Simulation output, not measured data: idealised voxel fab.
process module | voxel released beams
cross-section cut | 140 nm wide | cells 5 nm
A cross-section is a grid of square cells, given in bands from the top down. A band is one or more rows of cells.
Each band's line starts with the height of the band's top and of its bottom, in nm. Then come its materials from left to right, each with its width in nm. One material with "throughout" fills the band from edge to edge. "air" is empty space.
Height 0 is the level under which the wafer as received is all one material. The lowest band goes on downwards, as in "0 down".
A width such as "30 to 40" changes by the same amount from each row of cells to the next, from the band's top row to its bottom row.
"no change" after a step means that no cell of the cross-section changed.
closed voids: empty space of 8 cells or more with no open way to the top, each as width x height at its distance from the left edge, in nm
after a step's settings: what the simulator itself notes on the step
overlay nm, on a step with a mask: how far to the right of its planned place the mask lay; to the left if negative
plan
1 op RECEIVE | material Si
2 op CONFORMAL_DEP | material Al2O3 | thk nm 5
3 op DIRECTIONAL_DEP | material SiO2 | thk nm 10
4 op MASKED_ETCH | tone open | mask id ANCHOR | width nm 30 | etch materials SiO2 | depth nm 10 | overlay nm 0
5 op CONFORMAL_DEP | material W | thk nm 10
6 op MASKED_ETCH | tone cover | mask id BEAM | width nm 80 | etch materials W | depth nm 10 | overlay nm 0
7 op STRIP | etch materials SiO2
as received, after step 1
  0 down: Si throughout
  closed voids: none
a wafer at the end: this start, this plan, one mistake
  0 down: Si throughout
  closed voids: none
what went wrong: step 2 ran as: op CONFORMAL_DEP | material SiO2 | thk nm 5
